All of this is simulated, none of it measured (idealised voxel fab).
You're looking at the process module voxel ribs on slabs.
It is cross-section cut that appears here, measuring 145 nm in width, its square cells being 5 nm in size.
Cross-section layout: square cells on a grid; listed as bands, top to bottom; a band spans one or more cell rows.
Top height, bottom height, nm. Materials left to right, width each, nm. Single material + "everywhere" = fills band edge to edge. "air" = empty.
Height datum 0, below which the as-received substrate wafer is one material. Lowest band open at the bottom, running downward: "z 0 and below".
Width spec "30 to 40" -> top row of cells at first value, bottom row at second value, equal per-row change in between.
Step marked "all unchanged"? Then no cell in the cross-section changed in it.
In "Closed voids list" the enclosed voids are listed, meaning empty spaces of 8 cells or larger without any opening to the top. The form is width x height at distance, distance from the left edge, units nm.
Note: text after step settings on the step line = simulator remark on that step.
"overlay nm" answers the question of how far to the right of plan the mask lay on a step that has a mask, and when it is negative the answer is to the left.

Planned step list for the process:
- 1: RECEIVE [material Si]
- 2: DIRECTIONAL_DEP [material SiO2] [thk nm 25]
- 3: DIRECTIONAL_DEP [material polySi] [thk nm 15]
- 4: DIRECTIONAL_DEP [material aC] [thk nm 15]
- 5: PATTERN [tone cover] [mask id RIB] [material resist] [width nm 25] [thk nm 35] [overlay nm 0]
- 6: DIRECTIONAL_ETCH [etch materials aC] [depth nm 15]
- 7: STRIP [etch materials resist]
- 8: DIRECTIONAL_ETCH [etch materials polySi] [depth nm 10]
- 9: STRIP [etch materials aC]
- 10: DIRECTIONAL_DEP [material aC] [thk nm 10]
- 11: PATTERN [tone cover] [mask id SLAB] [material resist] [width nm 85] [thk nm 25] [overlay nm 0]
- 12: DIRECTIONAL_ETCH [etch materials aC] [depth nm 10]
- 13: STRIP [etch materials resist]
- 14: DIRECTIONAL_ETCH [etch materials polySi] [depth nm 5]
- 15: STRIP [etch materials aC]
- 16: FILL_DEP [material SiO2] [thk nm 20]
- 17: CMP [height nm 50]
- 18: DIRECTIONAL_DEP [material W] [thk nm 10]
- 19: PATTERN [tone cover] [mask id HEATER] [material resist] [width nm 35] [thk nm 15] [overlay nm 0]
- 20: DIRECTIONAL_ETCH [etch materials W] [depth nm 10]
- 21: STRIP [etch materials resist]
- 22: CONFORMAL_DEP [material SiN] [thk nm 10]

The first of a set of two wafers, run to plan:

Cross-section of the wafer upon arrival, representing the state reached after step 1:
- z 0 and below: Si everywhere
- Closed voids list: none

Step 2 complete: cross-section through the wafer:
- z 25 to 0: SiO2 everywhere
- Lower than 0, everything is as it was.

Step 3 complete: cross-section through the wafer:
- z 40 to 25: polySi everywhere
- Lower than 25, everything is as it was.

Step 4 complete: cross-section through the wafer:
- z 55 to 40: aC everywhere
- Lower than 40, everything is as it was.

Step 5 complete: cross-section through the wafer:
- z 90 to 55: 60 nm air / 25 nm resist / 60 nm air
- Lower than 55, everything is as it was.

Step 6 complete: cross-section through the wafer:
- z 75 to 55: 60 nm air / 25 nm resist / 60 nm air
- z 55 to 40: 60 nm air / 25 nm aC / 60 nm air
- Lower than 40, everything is as it was.

Step 7 complete: cross-section through the wafer:
- z 55 to 40: 60 nm air / 25 nm aC / 60 nm air
- Lower than 40, everything is as it was.

Step 8 complete: cross-section through the wafer:
- z 55 to 40: 60 nm air / 25 nm aC / 60 nm air
- z 40 to 30: 60 nm air / 25 nm polySi / 60 nm air
- Lower than 30, everything is as it was.

Step 9 complete: cross-section through the wafer:
- z 40 to 30: 60 nm air / 25 nm polySi / 60 nm air
- Lower than 30, everything is as it was.

Step 10 complete: cross-section through the wafer:
- z 50 to 40: 60 nm air / 25 nm aC / 60 nm air
- z 40 to 30: 60 nm aC / 25 nm polySi / 60 nm aC
- Lower than 30, everything is as it was.

Step 11 complete: cross-section through the wafer:
- z 75 to 50: 30 nm air / 85 nm resist / 30 nm air
- z 50 to 40: 30 nm air / 30 nm resist / 25 nm aC / 30 nm resist / 30 nm air
- Lower than 40, everything is as it was.

Step 12 complete: cross-section through the wafer:
- z 65 to 50: 30 nm air / 85 nm resist / 30 nm air
- z 50 to 40: 30 nm air / 30 nm resist / 25 nm aC / 30 nm resist / 30 nm air
- z 40 to 30: 30 nm air / 30 nm aC / 25 nm polySi / 30 nm aC / 30 nm air
- Lower than 30, everything is as it was.

Step 13 complete: cross-section through the wafer:
- z 50 to 40: 60 nm air / 25 nm aC / 60 nm air
- Lower than 40, everything is as it was.

Step 14 complete: cross-section through the wafer:
- z 50 to 40: 60 nm air / 25 nm aC / 60 nm air
- z 40 to 30: 30 nm air / 30 nm aC / 25 nm polySi / 30 nm aC / 30 nm air
- z 30 to 25: 30 nm air / 85 nm polySi / 30 nm air
- Lower than 25, everything is as it was.

Step 15 complete: cross-section through the wafer:
- z 40 to 30: 60 nm air / 25 nm polySi / 60 nm air
- Lower than 30, everything is as it was.

Step 16 complete: cross-section through the wafer:
- z 60 to 40: SiO2 everywhere
- z 40 to 30: 60 nm SiO2 / 25 nm polySi / 60 nm SiO2
- z 30 to 25: 30 nm SiO2 / 85 nm polySi / 30 nm SiO2
- Lower than 25, everything is as it was.

Step 17 complete: cross-section through the wafer:
- z 50 to 40: SiO2 everywhere
- Lower than 40, everything is as it was.

Step 18 complete: cross-section through the wafer:
- z 60 to 50: W everywhere
- Lower than 50, everything is as it was.

Step 19 complete: cross-section through the wafer:
- z 75 to 60: 55 nm air / 35 nm resist / 55 nm air
- Lower than 60, everything is as it was.

Step 20 complete: cross-section through the wafer:
- z 75 to 60: 55 nm air / 35 nm resist / 55 nm air
- z 60 to 50: 55 nm air / 35 nm W / 55 nm air
- Lower than 50, everything is as it was.

Step 21 complete: cross-section through the wafer:
- z 60 to 50: 55 nm air / 35 nm W / 55 nm air
- Lower than 50, everything is as it was.

Step 22 complete: cross-section through the wafer:
- z 70 to 60: 45 nm air / 55 nm SiN / 45 nm air
- z 60 to 50: 55 nm SiN / 35 nm W / 55 nm SiN
- Lower than 50, everything is as it was.

Companion wafer, the second of two: same beginning, same intended sequence, one mistake in carrying it out; through step 1 inclusive it tracks the first exactly:

Second wafer, section view, time point: scheduled end of step 2:
- z 25 to 0: SiN everywhere
- Lower than 0, everything is as it was.

Second wafer, section view, time point: scheduled end of step 3:
- z 40 to 25: polySi everywhere
- Lower than 25, everything is as it was.

Second wafer, section view, time point: scheduled end of step 4:
- z 55 to 40: aC everywhere
- Lower than 40, everything is as it was.

Second wafer, section view, time point: scheduled end of step 5:
- z 90 to 55: 60 nm air / 25 nm resist / 60 nm air
- Lower than 55, everything is as it was.

Second wafer, section view, time point: scheduled end of step 6:
- z 75 to 55: 60 nm air / 25 nm resist / 60 nm air
- z 55 to 40: 60 nm air / 25 nm aC / 60 nm air
- Lower than 40, everything is as it was.

Second wafer, section view, time point: scheduled end of step 7:
- z 55 to 40: 60 nm air / 25 nm aC / 60 nm air
- Lower than 40, everything is as it was.

Second wafer, section view, time point: scheduled end of step 8:
- z 55 to 40: 60 nm air / 25 nm aC / 60 nm air
- z 40 to 30: 60 nm air / 25 nm polySi / 60 nm air
- Lower than 30, everything is as it was.

Second wafer, section view, time point: scheduled end of step 9:
- z 40 to 30: 60 nm air / 25 nm polySi / 60 nm air
- Lower than 30, everything is as it was.

Second wafer, section view, time point: scheduled end of step 10:
- z 50 to 40: 60 nm air / 25 nm aC / 60 nm air
- z 40 to 30: 60 nm aC / 25 nm polySi / 60 nm aC
- Lower than 30, everything is as it was.

Second wafer, section view, time point: scheduled end of step 11:
- z 75 to 50: 30 nm air / 85 nm resist / 30 nm air
- z 50 to 40: 30 nm air / 30 nm resist / 25 nm aC / 30 nm resist / 30 nm air
- Lower than 40, everything is as it was.

Second wafer, section view, time point: scheduled end of step 12:
- z 65 to 50: 30 nm air / 85 nm resist / 30 nm air
- z 50 to 40: 30 nm air / 30 nm resist / 25 nm aC / 30 nm resist / 30 nm air
- z 40 to 30: 30 nm air / 30 nm aC / 25 nm polySi / 30 nm aC / 30 nm air
- Lower than 30, everything is as it was.

Second wafer, section view, time point: scheduled end of step 13:
- z 50 to 40: 60 nm air / 25 nm aC / 60 nm air
- Lower than 40, everything is as it was.

Second wafer, section view, time point: scheduled end of step 14:
- z 50 to 40: 60 nm air / 25 nm aC / 60 nm air
- z 40 to 30: 30 nm air / 30 nm aC / 25 nm polySi / 30 nm aC / 30 nm air
- z 30 to 25: 30 nm air / 85 nm polySi / 30 nm air
- Lower than 25, everything is as it was.

Second wafer, section view, time point: scheduled end of step 15:
- z 40 to 30: 60 nm air / 25 nm polySi / 60 nm air
- Lower than 30, everything is as it was.

Second wafer, section view, time point: scheduled end of step 16:
- z 60 to 40: SiO2 everywhere
- z 40 to 30: 60 nm SiO2 / 25 nm polySi / 60 nm SiO2
- z 30 to 25: 30 nm SiO2 / 85 nm polySi / 30 nm SiO2
- Lower than 25, everything is as it was.

Second wafer, section view, time point: scheduled end of step 17:
- z 50 to 40: SiO2 everywhere
- Lower than 40, everything is as it was.

Second wafer, section view, time point: scheduled end of step 18:
- z 60 to 50: W everywhere
- Lower than 50, everything is as it was.

Second wafer, section view, time point: scheduled end of step 19:
- z 75 to 60: 55 nm air / 35 nm resist / 55 nm air
- Lower than 60, everything is as it was.

Second wafer, section view, time point: scheduled end of step 20:
- z 75 to 60: 55 nm air / 35 nm resist / 55 nm air
- z 60 to 50: 55 nm air / 35 nm W / 55 nm air
- Lower than 50, everything is as it was.

Second wafer, section view, time point: scheduled end of step 21:
- z 60 to 50: 55 nm air / 35 nm W / 55 nm air
- Lower than 50, everything is as it was.

Second wafer, section view, time point: scheduled end of step 22:
- z 70 to 60: 45 nm air / 55 nm SiN / 45 nm air
- z 60 to 50: 55 nm SiN / 35 nm W / 55 nm SiN
- Lower than 50, everything is as it was.
What was the processing mistake? step 2 off recipe, ran as DIRECTIONAL_DEP [material SiN] [thk nm 25]
Final difference in cells, second wafer against first, listed per material as more or fewer: +145 SiN | -145 SiO2
